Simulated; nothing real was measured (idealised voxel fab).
process module | voxel tone inversion
cross-section cut | 290 nm wide | cells 5 nm
A cross-section is a grid of square cells, given in bands from the top down. A band is one or more rows of cells.
Each band's line starts with the height of the band's top and of its bottom, in nm. Then come its materials from left to right, each with its width in nm. One material with "throughout" fills the band from edge to edge. "air" is empty space.
Height 0 is the level under which the wafer as received is all one material. The lowest band goes on downwards, as in "0 down".
A width such as "30 to 40" changes by the same amount from each row of cells to the next, from the band's top row to its bottom row.
"no change" after a step means that no cell of the cross-section changed.
closed voids: empty space of 8 cells or more with no open way to the top, each as width x height at its distance from the left edge, in nm
after a step's settings: what the simulator itself notes on the step
overlay nm, on a step with a mask: how far to the right of its planned place the mask lay; to the left if negative
plan
1 op RECEIVE | material Si
2 op CONFORMAL_DEP | material SiCN | thk nm 10
3 op DIRECTIONAL_DEP | material polySi | thk nm 15
4 op PATTERN | tone cover | mask id POSTS | material resist | width nm 15 | pitch nm 50 | thk nm 20 | overlay nm 0
5 op DIRECTIONAL_ETCH | etch materials polySi | depth nm 15
6 op STRIP | etch materials resist
7 op FILL_DEP | material lowk | thk nm 10
8 op CMP | height nm 25
9 op STRIP | etch materials polySi
10 op CONFORMAL_DEP | material TiN | thk nm 5
11 op FILL_DEP | material W | thk nm 10
12 op CMP | height nm 25
13 op CONFORMAL_DEP | material SiN | thk nm 5
varied across the wafers: width nm of step 4. The plan shows the first wafer's value. All wafers start alike
first wafer as received, after step 1
  0 down: Si throughout
  closed voids: none
first wafer at the end, after step 13
  30 to 25: SiN throughout
  25 to 15: lowk 115 | TiN 5 | W 5 | TiN 5 | lowk 35 | TiN 5 | W 5 | TiN 5 | lowk 110
  15 to 10: lowk 115 | TiN 15 | lowk 35 | TiN 15 | lowk 110
  10 to 0: SiCN throughout
  0 down: Si throughout
  closed voids: none
last wafer at the end
  30 to 25: SiN throughout
  25 to 15: lowk 105 | TiN 5 | W 25 | TiN 5 | lowk 15 | TiN 5 | W 25 | TiN 5 | lowk 100
  15 to 10: lowk 105 | TiN 35 | lowk 15 | TiN 35 | lowk 100
  10 to 0: SiCN throughout
  0 down: Si throughout
  closed voids: none
each wafer at the end: cells of each material gained (+) or lost (-) since it was received, then its closed voids
width nm 15 | +116 SiCN | +58 SiN | +14 TiN | +4 W | +156 lowk | closed voids: none
width nm 20 | +116 SiCN | +58 SiN | +16 TiN | +8 W | +150 lowk | closed voids: none
width nm 25 | +116 SiCN | +58 SiN | +18 TiN | +12 W | +144 lowk | closed voids: none
width nm 30 | +116 SiCN | +58 SiN | +20 TiN | +16 W | +138 lowk | closed voids: none
width nm 35 | +116 SiCN | +58 SiN | +22 TiN | +20 W | +132 lowk | closed voids: none
